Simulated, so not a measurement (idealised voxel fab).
Herein follows the process module entitled voxel ribs on slabs.
The cross-section on display is named cut; it measures 170 nm wide, and its cells are 5 nm squares.
In this document a cross-section is written as a grid of square cells. It is given as a series of bands, listed from the top down, and a band is one or more rows of cells. Per band: top height and bottom height in nm, followed by the left-to-right materials and their widths in nm; "everywhere" marks a single material spanning edge to edge, "air" marks empty space. Where do heights start? At 0: under that level the wafer as delivered is made of one material only. And the lowest band has no floor; it just carries on downward, as in "0 nm and below". Width spec "30..40" -> top row of cells at first value, bottom row at second value, equal per-row change in between. Take "remained the same" at face value: in the step it is given for, the cross-section changed in none of its cells. Entry "Entrapped void list". Content: empty spaces with no open connection to the top, size 8 cells or greater. Each: width x height at distance. Distance: from left edge. Unit: nm. Where a step's line continues beyond its settings, the continuation is a remark by the simulator itself on that step. overlay nm: on a step with a mask, how far right of its planned place the mask lay; negative means left.
List of planned process steps
step 1: RECEIVE with material Si
step 2: DIRECTIONAL_DEP with material SiO2, thk nm 25
step 3: DIRECTIONAL_DEP with material SiN, thk nm 20
step 4: MASKED_ETCH with tone cover, mask id RIB, width nm 20, etch materials SiN, depth nm 15, overlay nm 0
step 5: PATTERN with tone cover, mask id SLAB, material resist, width nm 60, thk nm 15, overlay nm 0
step 6: DIRECTIONAL_ETCH with etch materials SiN, depth nm 5
step 7: STRIP with etch materials resist
step 8: FILL_DEP with material SiO2, thk nm 25
step 9: CMP with height nm 60
step 10: DIRECTIONAL_DEP with material TiN, thk nm 5
step 11: PATTERN with tone cover, mask id HEATER, material resist, width nm 30, thk nm 15, overlay nm 0
step 12: DIRECTIONAL_ETCH with etch materials TiN, depth nm 5
step 13: STRIP with etch materials resist
step 14: CONFORMAL_DEP with material SiN, thk nm 10
Of two wafers, the first: run according to plan
The cross-section here shows the wafer as received, i.e. in its state after step 1
	0 nm and below | Si everywhere
	Entrapped void list: none
Step 2 done - wafer cross-section
	25 nm to 0 nm | SiO2 everywhere
	Anything lower than 0 is untouched.
Step 3 done - wafer cross-section
	45 nm to 25 nm | SiN everywhere
	Anything lower than 25 is untouched.
Step 4 done - wafer cross-section
	45 nm to 30 nm | air 75 nm; SiN 20 nm; air 75 nm
	Anything lower than 30 is untouched.
Step 5 done - wafer cross-section
	60 nm to 45 nm | air 55 nm; resist 60 nm; air 55 nm
	45 nm to 30 nm | air 55 nm; resist 20 nm; SiN 20 nm; resist 20 nm; air 55 nm
	Anything lower than 30 is untouched.
Step 6 done - wafer cross-section
	60 nm to 45 nm | air 55 nm; resist 60 nm; air 55 nm
	45 nm to 30 nm | air 55 nm; resist 20 nm; SiN 20 nm; resist 20 nm; air 55 nm
	30 nm to 25 nm | air 55 nm; SiN 60 nm; air 55 nm
	Anything lower than 25 is untouched.
Step 7 done - wafer cross-section
	45 nm to 30 nm | air 75 nm; SiN 20 nm; air 75 nm
	Anything lower than 30 is untouched.
Step 8 done - wafer cross-section
	70 nm to 45 nm | SiO2 everywhere
	45 nm to 30 nm | SiO2 75 nm; SiN 20 nm; SiO2 75 nm
	30 nm to 25 nm | SiO2 55 nm; SiN 60 nm; SiO2 55 nm
	Anything lower than 25 is untouched.
Step 9 done - wafer cross-section
	60 nm to 45 nm | SiO2 everywhere
	Anything lower than 45 is untouched.
Step 10 done - wafer cross-section
	65 nm to 60 nm | TiN everywhere
	Anything lower than 60 is untouched.
Step 11 done - wafer cross-section
	80 nm to 65 nm | air 70 nm; resist 30 nm; air 70 nm
	Anything lower than 65 is untouched.
Step 12 done - wafer cross-section
	80 nm to 65 nm | air 70 nm; resist 30 nm; air 70 nm
	65 nm to 60 nm | air 70 nm; TiN 30 nm; air 70 nm
	Anything lower than 60 is untouched.
Step 13 done - wafer cross-section
	65 nm to 60 nm | air 70 nm; TiN 30 nm; air 70 nm
	Anything lower than 60 is untouched.
Step 14 done - wafer cross-section
	75 nm to 70 nm | air 60 nm; SiN 50 nm; air 60 nm
	70 nm to 65 nm | SiN everywhere
	65 nm to 60 nm | SiN 70 nm; TiN 30 nm; SiN 70 nm
	Anything lower than 60 is untouched.
The second wafer began exactly as the first did and followed the same plan, but one mistake was made while running it; through step 3 inclusive, the two wafers are identical
Second wafer at the planned finish of step 4, seen in cross-section
	45 nm to 30 nm | air 70 nm; SiN 20 nm; air 80 nm
	Anything lower than 30 is untouched.
Second wafer at the planned finish of step 5, seen in cross-section
	60 nm to 45 nm | air 55 nm; resist 60 nm; air 55 nm
	45 nm to 30 nm | air 55 nm; resist 15 nm; SiN 20 nm; resist 25 nm; air 55 nm
	Anything lower than 30 is untouched.
Second wafer at the planned finish of step 6, seen in cross-section
	60 nm to 45 nm | air 55 nm; resist 60 nm; air 55 nm
	45 nm to 30 nm | air 55 nm; resist 15 nm; SiN 20 nm; resist 25 nm; air 55 nm
	30 nm to 25 nm | air 55 nm; SiN 60 nm; air 55 nm
	Anything lower than 25 is untouched.
Second wafer at the planned finish of step 7, seen in cross-section
	45 nm to 30 nm | air 70 nm; SiN 20 nm; air 80 nm
	Anything lower than 30 is untouched.
Second wafer at the planned finish of step 8, seen in cross-section
	70 nm to 45 nm | SiO2 everywhere
	45 nm to 30 nm | SiO2 70 nm; SiN 20 nm; SiO2 80 nm
	30 nm to 25 nm | SiO2 55 nm; SiN 60 nm; SiO2 55 nm
	Anything lower than 25 is untouched.
Second wafer at the planned finish of step 9, seen in cross-section
	60 nm to 45 nm | SiO2 everywhere
	Anything lower than 45 is untouched.
Second wafer at the planned finish of step 10, seen in cross-section
	65 nm to 60 nm | TiN everywhere
	Anything lower than 60 is untouched.
Second wafer at the planned finish of step 11, seen in cross-section
	80 nm to 65 nm | air 70 nm; resist 30 nm; air 70 nm
	Anything lower than 65 is untouched.
Second wafer at the planned finish of step 12, seen in cross-section
	80 nm to 65 nm | air 70 nm; resist 30 nm; air 70 nm
	65 nm to 60 nm | air 70 nm; TiN 30 nm; air 70 nm
	Anything lower than 60 is untouched.
Second wafer at the planned finish of step 13, seen in cross-section
	65 nm to 60 nm | air 70 nm; TiN 30 nm; air 70 nm
	Anything lower than 60 is untouched.
Second wafer at the planned finish of step 14, seen in cross-section
	75 nm to 70 nm | air 60 nm; SiN 50 nm; air 60 nm
	70 nm to 65 nm | SiN everywhere
	65 nm to 60 nm | SiN 70 nm; TiN 30 nm; SiN 70 nm
	Anything lower than 60 is untouched.
Nonconformance to the process plan: planned and actual differ for step 4; actual: MASKED_ETCH with tone cover, mask id RIB, width nm 20, etch materials SiN, depth nm 15, overlay nm -5
Comparing end states, the material composition by cell count is preserved from the first wafer to the second, while the locations of the cells are not.
